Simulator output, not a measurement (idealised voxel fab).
process module | voxel spacer lines
cross-section cut | 260 nm wide | cells 5 nm
A cross-section is a grid of square cells, given in bands from the top down. A band is one or more rows of cells.
Each band's line starts with the height of the band's top and of its bottom, in nm. Then come its materials from left to right, each with its width in nm. One material with "throughout" fills the band from edge to edge. "air" is empty space.
Height 0 is the level under which the wafer as received is all one material. The lowest band goes on downwards, as in "0 down".
A width such as "30 to 40" changes by the same amount from each row of cells to the next, from the band's top row to its bottom row.
"no change" after a step means that no cell of the cross-section changed.
closed voids: empty space of 8 cells or more with no open way to the top, each as width x height at its distance from the left edge, in nm
after a step's settings: what the simulator itself notes on the step
overlay nm, on a step with a mask: how far to the right of its planned place the mask lay; to the left if negative
plan
1 op RECEIVE | material Si
2 op CONFORMAL_DEP | material Al2O3 | thk nm 10
3 op DIRECTIONAL_DEP | material polySi | thk nm 10
4 op DIRECTIONAL_DEP | material aC | thk nm 25
5 op PATTERN | tone cover | mask id MANDREL | material resist | width nm 25 | pitch nm 80 | thk nm 35 | overlay nm 0
6 op DIRECTIONAL_ETCH | etch materials aC | depth nm 25
7 op STRIP | etch materials resist
8 op CONFORMAL_DEP | material SiN | thk nm 15
9 op DIRECTIONAL_ETCH | etch materials SiN | depth nm 15
10 op STRIP | etch materials aC
11 op DIRECTIONAL_ETCH | etch materials polySi | depth nm 10
12 op STRIP | etch materials SiN
first wafer, as planned
as received, after step 1
  0 down: Si throughout
  closed voids: none
after step 2
  10 to 0: Al2O3 throughout
  below 0: unchanged
after step 3
  20 to 10: polySi throughout
  below 10: unchanged
after step 4
  45 to 20: aC throughout
  below 20: unchanged
after step 5
  80 to 45: air 75 | resist 25 | air 55 | resist 25 | air 80
  below 45: unchanged
after step 6
  55 to 45: air 75 | resist 25 | air 55 | resist 25 | air 80
  45 to 20: air 75 | aC 25 | air 55 | aC 25 | air 80
  below 20: unchanged
after step 7
  45 to 20: air 75 | aC 25 | air 55 | aC 25 | air 80
  below 20: unchanged
after step 8
  60 to 45: air 60 | SiN 55 | air 25 | SiN 55 | air 65
  45 to 35: air 60 | SiN 15 | aC 25 | SiN 15 | air 25 | SiN 15 | aC 25 | SiN 15 | air 65
  35 to 20: SiN 75 | aC 25 | SiN 55 | aC 25 | SiN 80
  below 20: unchanged
after step 9
  45 to 20: air 60 | SiN 15 | aC 25 | SiN 15 | air 25 | SiN 15 | aC 25 | SiN 15 | air 65
  below 20: unchanged
after step 10
  45 to 20: air 60 | SiN 15 | air 25 | SiN 15 | air 25 | SiN 15 | air 25 | SiN 15 | air 65
  below 20: unchanged
after step 11
  45 to 20: air 60 | SiN 15 | air 25 | SiN 15 | air 25 | SiN 15 | air 25 | SiN 15 | air 65
  20 to 10: air 60 | polySi 15 | air 25 | polySi 15 | air 25 | polySi 15 | air 25 | polySi 15 | air 65
  below 10: unchanged
after step 12
  20 to 10: air 60 | polySi 15 | air 25 | polySi 15 | air 25 | polySi 15 | air 25 | polySi 15 | air 65
  below 10: unchanged
second wafer: like start, like plan, one mistake. Through step 2 it matches the first wafer
when step 3 should have ended
  25 to 10: polySi throughout
  below 10: unchanged
when step 4 should have ended
  50 to 25: aC throughout
  below 25: unchanged
when step 5 should have ended
  85 to 50: air 75 | resist 25 | air 55 | resist 25 | air 80
  below 50: unchanged
when step 6 should have ended
  60 to 50: air 75 | resist 25 | air 55 | resist 25 | air 80
  50 to 25: air 75 | aC 25 | air 55 | aC 25 | air 80
  below 25: unchanged
when step 7 should have ended
  50 to 25: air 75 | aC 25 | air 55 | aC 25 | air 80
  below 25: unchanged
when step 8 should have ended
  65 to 50: air 60 | SiN 55 | air 25 | SiN 55 | air 65
  50 to 40: air 60 | SiN 15 | aC 25 | SiN 15 | air 25 | SiN 15 | aC 25 | SiN 15 | air 65
  40 to 25: SiN 75 | aC 25 | SiN 55 | aC 25 | SiN 80
  below 25: unchanged
when step 9 should have ended
  50 to 25: air 60 | SiN 15 | aC 25 | SiN 15 | air 25 | SiN 15 | aC 25 | SiN 15 | air 65
  below 25: unchanged
when step 10 should have ended
  50 to 25: air 60 | SiN 15 | air 25 | SiN 15 | air 25 | SiN 15 | air 25 | SiN 15 | air 65
  below 25: unchanged
when step 11 should have ended
  50 to 25: air 60 | SiN 15 | air 25 | SiN 15 | air 25 | SiN 15 | air 25 | SiN 15 | air 65
  25 to 15: air 60 | polySi 15 | air 25 | polySi 15 | air 25 | polySi 15 | air 25 | polySi 15 | air 65
  below 15: unchanged
when step 12 should have ended
  25 to 15: air 60 | polySi 15 | air 25 | polySi 15 | air 25 | polySi 15 | air 25 | polySi 15 | air 65
  below 15: unchanged
what went wrong: step 3 ran as: op DIRECTIONAL_DEP | material polySi | thk nm 15
at the end the second wafer has, in cells: 52 more of polySi
